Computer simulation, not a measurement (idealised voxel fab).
voxel wiring stack: a process module
Shown is cross-section cut, with a width of 280 nm and square cells of size 5 nm.
Notation: cross-section as square-cell grid; stated in bands, top first, going down; one or more cell rows per band.
Top height, bottom height, nm. Materials left to right, width each, nm. Single material + "throughout" = fills band edge to edge. "blank" = empty.
Convention: height 0 is the level below which the wafer, as received, is all one material. The lowest band does not terminate at the bottom but continues downward, represented as "from 0 down".
Width spec "30 to 40" -> top row of cells at first value, bottom row at second value, equal per-row change in between.
"no change", as given for a step, is the statement that not any cell of the cross-section underwent a change during that step.
Reported under the label "Tabulated closed voids" are the empty spaces having no open way to the top and comprising 8 cells or more; the notation for each is width x height at distance, in which the distance is measured from the left edge and all three values are in nm.
The remark found on a step's line after its settings is issued by the simulator itself and pertains to that step.
The "overlay nm" setting may appear on a step's line; for a step that uses a mask, it gives how far to the right of its planned position the mask lay, and a negative value indicates the left.
Planned process steps:
1,RECEIVE (material Si)
2,CONFORMAL_DEP (material SiO2; thk nm 10)
3,CONFORMAL_DEP (material SiN; thk nm 5)
4,DIRECTIONAL_DEP (material lowk; thk nm 25)
5,PATTERN (tone open; mask id METAL_1; material resist; width nm 25; pitch nm 40; thk nm 20; overlay nm 0)
6,DIRECTIONAL_ETCH (etch materials lowk; depth nm 25)
7,DIRECTIONAL_ETCH (etch materials SiN; depth nm 5)
8,STRIP (etch materials resist)
9,CONFORMAL_DEP (material TiN; thk nm 5)
10,FILL_DEP (material W; thk nm 5)
11,CMP (height nm 40)
12,CONFORMAL_DEP (material SiCN; thk nm 5)
13,DIRECTIONAL_DEP (material SiO2; thk nm 30)
14,PATTERN (tone open; mask id METAL_2_HOLES; material resist; width nm 15; pitch nm 40; thk nm 20; overlay nm 0)
15,DIRECTIONAL_ETCH (etch materials SiO2; depth nm 30)
16,STRIP (etch materials resist)
17,DIRECTIONAL_DEP (material aC; thk nm 15)
18,PATTERN (tone open; mask id METAL_2; material resist; width nm 25; pitch nm 40; thk nm 30; overlay nm 0)
19,DIRECTIONAL_ETCH (etch materials aC; depth nm 15)
20,STRIP (etch materials resist)
21,DIRECTIONAL_ETCH (etch materials SiO2; depth nm 15)
22,DIRECTIONAL_ETCH (etch materials SiCN; depth nm 5)
23,STRIP (etch materials aC)
24,CONFORMAL_DEP (material TiN; thk nm 5)
25,FILL_DEP (material Cu; thk nm 10)
26,CMP (height nm 75)
27,CONFORMAL_DEP (material SiCN; thk nm 5)
28,DIRECTIONAL_DEP (material lowk; thk nm 25)
29,PATTERN (tone open; mask id METAL_3_HOLES; material resist; width nm 15; pitch nm 40; thk nm 20; overlay nm 0)
30,DIRECTIONAL_ETCH (etch materials lowk; depth nm 25)
31,STRIP (etch materials resist)
32,DIRECTIONAL_DEP (material aC; thk nm 10)
33,PATTERN (tone open; mask id METAL_3; material resist; width nm 25; pitch nm 40; thk nm 30; overlay nm 0)
34,DIRECTIONAL_ETCH (etch materials aC; depth nm 10)
35,STRIP (etch materials resist)
36,DIRECTIONAL_ETCH (etch materials lowk; depth nm 15)
37,DIRECTIONAL_ETCH (etch materials SiCN; depth nm 5)
38,STRIP (etch materials aC)
39,CONFORMAL_DEP (material TiN; thk nm 5)
40,FILL_DEP (material Cu; thk nm 10)
41,CMP (height nm 105)
42,CONFORMAL_DEP (material SiCN; thk nm 5)
This is the cross-section of the wafer as we received it, i.e. after step 1:
* from 0 down | Si throughout
* Tabulated closed voids: none
Cross-section at module end, one run error; start and plan unchanged from above:
* from 110 to 105 | SiCN throughout
* from 105 to 95 | lowk=65, then TiN=5, then Cu=5, then TiN=5, then lowk=25, then TiN=5, then Cu=5, then TiN=5, then lowk=25, then TiN=5, then Cu=5, then TiN=5, then lowk=25, then TiN=5, then Cu=5, then TiN=5, then lowk=80
* from 95 to 90 | SiCN=65, then TiN=15, then SiCN=25, then TiN=15, then SiCN=25, then TiN=15, then SiCN=25, then TiN=15, then SiCN=80
* from 90 to 80 | Cu throughout
* from 80 to 75 | TiN=70, then Cu=15, then TiN=25, then Cu=15, then TiN=25, then Cu=15, then TiN=25, then Cu=15, then TiN=75
* from 75 to 65 | SiO2=65, then TiN=5, then Cu=15, then TiN=5, then SiO2=15, then TiN=5, then Cu=15, then TiN=5, then SiO2=15, then TiN=5, then Cu=15, then TiN=5, then SiO2=15, then TiN=5, then Cu=15, then TiN=5, then SiO2=70
* from 65 to 60 | SiO2=65, then TiN=5, then Cu=5, then TiN=15, then SiO2=15, then TiN=5, then Cu=5, then TiN=15, then SiO2=15, then TiN=5, then Cu=5, then TiN=15, then SiO2=15, then TiN=5, then Cu=5, then TiN=15, then SiO2=70
* from 60 to 45 | SiO2=65, then TiN=5, then Cu=5, then TiN=5, then SiO2=25, then TiN=5, then Cu=5, then TiN=5, then SiO2=25, then TiN=5, then Cu=5, then TiN=5, then SiO2=25, then TiN=5, then Cu=5, then TiN=5, then SiO2=80
* from 45 to 40 | SiCN=65, then TiN=15, then SiCN=25, then TiN=15, then SiCN=25, then TiN=15, then SiCN=25, then TiN=15, then SiCN=80
* from 40 to 15 | lowk=65, then TiN=5, then W=15, then TiN=5, then lowk=15, then TiN=5, then W=15, then TiN=5, then lowk=15, then TiN=5, then W=15, then TiN=5, then lowk=15, then TiN=5, then W=15, then TiN=5, then lowk=70
* from 15 to 10 | SiN=65, then TiN=25, then SiN=15, then TiN=25, then SiN=15, then TiN=25, then SiN=15, then TiN=25, then SiN=70
* from 10 to 0 | SiO2 throughout
* from 0 down | Si throughout
* Tabulated closed voids: none
Where did the run depart from the plan? no execution of plan step 26; skipped
